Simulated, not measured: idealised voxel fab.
process module | voxel self aligned contacts
cross-section cut | 195 nm wide | cells 5 nm
A cross-section is a grid of square cells, given in bands from the top down. A band is one or more rows of cells.
Each band's line starts with the height of the band's top and of its bottom, in nm. Then come its materials from left to right, each with its width in nm. One material with "throughout" fills the band from edge to edge. "air" is empty space.
Height 0 is the level under which the wafer as received is all one material. The lowest band goes on downwards, as in "0 down".
A width such as "30 to 40" changes by the same amount from each row of cells to the next, from the band's top row to its bottom row.
"no change" after a step means that no cell of the cross-section changed.
closed voids: empty space of 8 cells or more with no open way to the top, each as width x height at its distance from the left edge, in nm
after a step's settings: what the simulator itself notes on the step
overlay nm, on a step with a mask: how far to the right of its planned place the mask lay; to the left if negative
plan
1 op RECEIVE | material Si
2 op CONFORMAL_DEP | material SiO2 | thk nm 5
3 op DIRECTIONAL_DEP | material polySi | thk nm 20
4 op DIRECTIONAL_DEP | material SiN | thk nm 15
5 op PATTERN | tone cover | mask id GATE | material resist | width nm 30 | pitch nm 65 | thk nm 15 | overlay nm 0
6 op DIRECTIONAL_ETCH | etch materials SiN | depth nm 15
7 op DIRECTIONAL_ETCH | etch materials polySi | depth nm 20
8 op STRIP | etch materials resist
9 op CONFORMAL_DEP | material SiN | thk nm 5
10 op DIRECTIONAL_ETCH | etch materials SiN | depth nm 5
11 op FILL_DEP | material SiO2 | thk nm 15
12 op CMP | height nm 50
13 op PATTERN | tone open | mask id CONTACT | material resist | width nm 45 | thk nm 20 | overlay nm -15
14 op DIRECTIONAL_ETCH | etch materials SiO2 | depth nm 50
15 op STRIP | etch materials resist
16 op CONFORMAL_DEP | material TiN | thk nm 5
17 op FILL_DEP | material Ru | thk nm 5
18 op CMP | height nm 50
19 op CONFORMAL_DEP | material SiCN | thk nm 5
varied across the wafers: overlay nm of step 13. The plan shows the first wafer's value. All wafers start alike
first wafer as received, after step 1
  0 down: Si throughout
  closed voids: none
first wafer at the end, after step 19
  55 to 50: SiCN throughout
  50 to 40: SiO2 60 | TiN 5 to 30 | Ru 35 to 10 | TiN 5 | SiO2 90
  40 to 25: SiO2 45 | SiN 40 | TiN 5 | Ru 10 | TiN 5 | SiO2 5 | SiN 40 | SiO2 45
  25 to 5: SiO2 45 | SiN 5 | polySi 30 | SiN 5 | TiN 5 | Ru 10 | TiN 5 | SiO2 5 | SiN 5 | polySi 30 | SiN 5 | SiO2 45
  5 to 0: SiO2 85 | TiN 20 | SiO2 90
  0 down: Si throughout
  closed voids: none
last wafer at the end
  55 to 50: SiCN throughout
  50 to 40: SiO2 90 | TiN 5 | Ru 35 to 10 | TiN 5 to 30 | SiO2 60
  40 to 25: SiO2 45 | SiN 40 | SiO2 5 | TiN 5 | Ru 10 | TiN 5 | SiN 40 | SiO2 45
  25 to 5: SiO2 45 | SiN 5 | polySi 30 | SiN 5 | SiO2 5 | TiN 5 | Ru 10 | TiN 5 | SiN 5 | polySi 30 | SiN 5 | SiO2 45
  5 to 0: SiO2 90 | TiN 20 | SiO2 85
  0 down: Si throughout
  closed voids: none
each wafer at the end: cells of each material gained (+) or lost (-) since it was received, then its closed voids
overlay nm -15 | +23 Ru | +39 SiCN | +64 SiN | +228 SiO2 | +27 TiN | +48 polySi | closed voids: none
overlay nm -10 | +31 Ru | +39 SiCN | +64 SiN | +220 SiO2 | +27 TiN | +48 polySi | closed voids: none
overlay nm -5 | +31 Ru | +39 SiCN | +64 SiN | +220 SiO2 | +27 TiN | +48 polySi | closed voids: none
overlay nm 0 | +31 Ru | +39 SiCN | +64 SiN | +220 SiO2 | +27 TiN | +48 polySi | closed voids: none
overlay nm 5 | +31 Ru | +39 SiCN | +64 SiN | +220 SiO2 | +27 TiN | +48 polySi | closed voids: none
overlay nm 10 | +31 Ru | +39 SiCN | +64 SiN | +220 SiO2 | +27 TiN | +48 polySi | closed voids: none
overlay nm 15 | +23 Ru | +39 SiCN | +64 SiN | +228 SiO2 | +27 TiN | +48 polySi | closed voids: none
